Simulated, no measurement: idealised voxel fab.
The following process module bears the name voxel released beams.
Shown is cross-section cut, with a width of 205 nm and square cells of size 5 nm.
A cross-section is written here as square cells arranged in a grid, and it is given in bands from the top down, each band taking up one or more rows of cells. Quick guide to a band line: top height, bottom height (nm) up front; then every material left to right with its width in nm. Only one material and it's marked "throughout"? Then it fills the band edge to edge. And "empty" just means empty space. For the purposes of this specification, 0 denotes the height below which the wafer in its as-received condition is composed wholly of one material, and the lowermost band, lacking a lower limit, extends downward without end, as expressed in "0 down". The width entry "30 to 40" should be interpreted row by row: the top row of cells in the band takes the first number, the bottom row takes the second number, and the change between adjacent rows is uniform throughout. "nothing was modified" after a step means that no cell of the cross-section changed. The entry "Encapsulated voids" lists the empty spaces that cover at least 8 cells and have no open path to the top. Each is written as width x height at distance, where the distance is measured from the left edge and all three values are in nm. That trailing text on a step's line, after the settings, is the simulator's own remark on the step. "overlay nm", when on a step's line for a step with a mask, measures how far to the right of its planned place the mask lay; a negative measure means to the left.
plan:
1 RECEIVE: material Si
2 CONFORMAL_DEP: material SiN, thk nm 5
3 DIRECTIONAL_DEP: material SiO2, thk nm 15
4 DIRECTIONAL_DEP: material aC, thk nm 10
5 PATTERN: tone open, mask id ANCHOR, material resist, width nm 35, thk nm 25, overlay nm 0
6 DIRECTIONAL_ETCH: etch materials aC, depth nm 10
7 STRIP: etch materials resist
8 DIRECTIONAL_ETCH: etch materials SiO2, depth nm 15
9 STRIP: etch materials aC
10 CONFORMAL_DEP: material TiN, thk nm 15
11 MASKED_ETCH: tone cover, mask id BEAM, width nm 80, etch materials TiN, depth nm 15, overlay nm 0
12 STRIP: etch materials SiO2
Keep in mind the plan's value for the thk nm of step 2 comes from the first wafer; the wafers don't share that setting, but they do share the same starting point.
This is how the first of several wafers looked in cross-section when it arrived, which is after step 1:
  0 down = Si throughout
  Encapsulated voids: none
Module end state after final step 12: cross-section of the first of several wafers:
  35 to 20 = 60 of empty  20 of TiN  5 of empty  55 of TiN  65 of empty
  20 to 5 = 65 of empty  35 of TiN  105 of empty
  5 to 0 = SiN throughout
  0 down = Si throughout
  Encapsulated voids: none
The final wafer, sectioned at module end:
  55 to 40 = 60 of empty  20 of TiN  5 of empty  55 of TiN  65 of empty
  40 to 25 = 65 of empty  35 of TiN  105 of empty
  25 to 0 = SiN throughout
  0 down = Si throughout
  Encapsulated voids: none
each wafer at the end: cells of each material gained (+) or lost (-) since it was received, then its closed voids:
thk nm 5, +41 SiN, +66 TiN, Encapsulated voids: none
thk nm 10, +82 SiN, +66 TiN, Encapsulated voids: none
thk nm 15, +123 SiN, +66 TiN, Encapsulated voids: none
thk nm 20, +164 SiN, +66 TiN, Encapsulated voids: none
thk nm 25, +205 SiN, +66 TiN, Encapsulated voids: none
